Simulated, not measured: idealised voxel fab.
Process module, titled voxel gate over fins
Cross-sectional view cut (width: 205 nm; square cell size: 5 nm).
A cross-section is a grid of square cells, given in bands from the top down. A band is one or more rows of cells.
First you get the band's top height and its bottom height, in nm, and then the materials it's made of, left to right, with each width in nm. If you see a single material with "throughout", that one covers the band edge to edge. "blank" is empty space.
Where do heights start? At 0: under that level the wafer as delivered is made of one material only. And the lowest band has no floor; it just carries on downward, as in "0..down".
So if you see something like "30->40" for the width, read it as the top row of the band sitting at the first number and the bottom row at the second, with every row in between moving by the same amount as the last.
For the purposes of this document, the phrase "nothing different" attached to a step denotes that no cell within the cross-section was modified by that step.
The entry titled "Closed void entries" provides the empty spaces that have no open way to the top, restricted to those of 8 cells or more. Each is presented as width x height at distance, the distance being measured from the left edge, with all three in nm.
Post-settings text on a step line: simulator's own remark regarding the step.
A step's line can hold "overlay nm"; with a mask on that step, the setting says how far right of the planned place the mask lay, while a negative setting says it lay to the left.
PROCESS STEPS FORESEEN IN THE PLAN
step 1: RECEIVE (material Si)
step 2: CONFORMAL_DEP (material SiN; thk nm 5)
step 3: PATTERN (tone cover; mask id FINS; material resist; width nm 15; pitch nm 45; thk nm 20; overlay nm 0)
step 4: DIRECTIONAL_ETCH (etch materials SiN; depth nm 5)
step 5: DIRECTIONAL_ETCH (etch materials Si; depth nm 30)
step 6: STRIP (etch materials resist)
step 7: FILL_DEP (material SiO2; thk nm 5)
step 8: CMP (height nm 5)
step 9: SELECTIVE_ETCH (etch materials SiO2; depth nm 20)
step 10: STRIP (etch materials SiN)
step 11: CONFORMAL_DEP (material HfO2; thk nm 5)
step 12: CONFORMAL_DEP (material TiN; thk nm 5)
step 13: CONFORMAL_DEP (material TiAl; thk nm 5)
step 14: CONFORMAL_DEP (material TiN; thk nm 5)
step 15: FILL_DEP (material W; thk nm 15)
step 16: CMP (height nm 30)
step 17: CONFORMAL_DEP (material SiN; thk nm 10)
CROSS-SECTION OF THE WAFER AS IT CAME TO US, I.E., ALREADY THROUGH STEP 1
	0..down = Si throughout
	Closed void entries: none
RESULT OF THE MODULE, CROSS-SECTIONED: START PER ABOVE, PLAN PER ABOVE, ONE ERROR IN HOW IT WAS RUN
	40..30 = SiN throughout
	30..20 = W throughout
	20..15 = W (50), TiAl (100), W (55)
	15..5 = W (50), TiAl (5), TiN (90), TiAl (5), W (55)
	5..0 = TiAl (55), TiN (10), HfO2 (25), TiN (20), HfO2 (25), TiN (10), TiAl (60)
	0..-10 = TiN (65), HfO2 (5), Si (15), HfO2 (5), TiN (20), HfO2 (5), Si (15), HfO2 (5), TiN (70)
	-10..-15 = HfO2 (70), Si (15), HfO2 (30), Si (15), HfO2 (75)
	-15..-30 = SiO2 (70), Si (15), SiO2 (30), Si (15), SiO2 (75)
	-30..down = Si throughout
	Closed void entries: none
What was done differently from what was planned? steps 13 and 14: order swapped relative to plan
